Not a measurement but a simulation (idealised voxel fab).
Module name: voxel local oxidation (process module)
Square cells of 5 nm make up the cross-section cut, whose width is 250 nm.
When this document writes out a cross-section, it uses a grid of square cells and lists it as bands, beginning at the top and moving down, with a band standing for one or more rows of cells. A band entry consists of two parts. The first gives the height of the band's top and the height of its bottom, in nm. The rest lists the band's materials from left to right, each with its width in nm. A single material labelled with the word "everywhere" fills the band from edge to edge, and the word "air" marks empty space. Heights are measured from 0, the level below which the as-received wafer is all one material; the lowest band has no bottom and continues downward, written as in "0 and below". Width: "30 to 40" (first number = top row, second number = bottom row, same change from row to row of cells). "everything unchanged" for a step: no cell of the cross-section changed in that step. "Closed cavity list" specifies each empty space that is not open to the top and that occupies no fewer than 8 cells, using the form width x height at distance, the distance measured from the left edge and all three quantities in nm. The remark found on a step's line after its settings is issued by the simulator itself and pertains to that step. The setting "overlay nm" may be written on the line of a step. When the step uses a mask, the value reports how far to the right of the planned place the mask lay, and a negative value reports that it lay to the left.

Process steps - plan
1. RECEIVE | material Si
2. OXIDIZE | depth nm 5
3. CONFORMAL_DEP | material SiN | thk nm 10
4. DIRECTIONAL_DEP | material aC | thk nm 10
5. PATTERN | tone cover | mask id ACTIVE | material resist | width nm 90 | thk nm 25 | overlay nm 0
6. DIRECTIONAL_ETCH | etch materials aC | depth nm 10
7. STRIP | etch materials resist
8. DIRECTIONAL_ETCH | etch materials SiN | depth nm 10
9. STRIP | etch materials aC
10. SELECTIVE_ETCH | etch materials SiO2 | depth nm 5
11. OXIDIZE | depth nm 10
12. STRIP | etch materials SiN

Run as planned: first of two wafers

As-received wafer cross-section (after step 1)
> 0 and below | Si everywhere
> Closed cavity list: none

Cross-section of the wafer subsequent to step 2
> 0 down to -5 | SiO2 everywhere
> Lower than -5, everything is as it was.

Cross-section of the wafer subsequent to step 3
> 10 down to 0 | SiN everywhere
> Lower than 0, everything is as it was.

Cross-section of the wafer subsequent to step 4
> 20 down to 10 | aC everywhere
> Lower than 10, everything is as it was.

Cross-section of the wafer subsequent to step 5
> 45 down to 20 | 80 nm air, then 90 nm resist, then 80 nm air
> Lower than 20, everything is as it was.

Cross-section of the wafer subsequent to step 6
> 35 down to 20 | 80 nm air, then 90 nm resist, then 80 nm air
> 20 down to 10 | 80 nm air, then 90 nm aC, then 80 nm air
> Lower than 10, everything is as it was.

Cross-section of the wafer subsequent to step 7
> 20 down to 10 | 80 nm air, then 90 nm aC, then 80 nm air
> Lower than 10, everything is as it was.

Cross-section of the wafer subsequent to step 8
> 20 down to 10 | 80 nm air, then 90 nm aC, then 80 nm air
> 10 down to 0 | 80 nm air, then 90 nm SiN, then 80 nm air
> Lower than 0, everything is as it was.

Cross-section of the wafer subsequent to step 9
> 10 down to 0 | 80 nm air, then 90 nm SiN, then 80 nm air
> Lower than 0, everything is as it was.

Cross-section of the wafer subsequent to step 10
> 10 down to 0 | 80 nm air, then 90 nm SiN, then 80 nm air
> 0 down to -5 | 85 nm air, then 80 nm SiO2, then 85 nm air
> Lower than -5, everything is as it was.

Cross-section of the wafer subsequent to step 11
> 10 down to 0 | 80 nm air, then 90 nm SiN, then 80 nm air
> 0 down to -5 | 85 nm air, then 80 nm SiO2, then 85 nm air
> -5 down to -15 | 95 nm SiO2, then 60 nm Si, then 95 nm SiO2
> Lower than -15, everything is as it was.

Cross-section of the wafer subsequent to step 12
> 0 down to -5 | 85 nm air, then 80 nm SiO2, then 85 nm air
> Lower than -5, everything is as it was.

Wafer two. Same start, same plan, one slip in execution. Same as wafer one through step 10, inclusive

Second wafer, section view, time point: scheduled end of step 11
> 10 down to 0 | 80 nm air, then 90 nm SiN, then 80 nm air
> 0 down to -5 | 85 nm air, then 80 nm SiO2, then 85 nm air
> -5 down to -25 | 105 nm SiO2, then 40 nm Si, then 105 nm SiO2
> Lower than -25, everything is as it was.

Second wafer, section view, time point: scheduled end of step 12
> 0 down to -5 | 85 nm air, then 80 nm SiO2, then 85 nm air
> Lower than -5, everything is as it was.
What was done differently from what was planned? step 11 did not happen as planned, as run it was OXIDIZE | depth nm 20
Count the cells at the end and the second wafer has more or fewer of some materials than the first: Si: 92 fewer | SiO2: 92 more
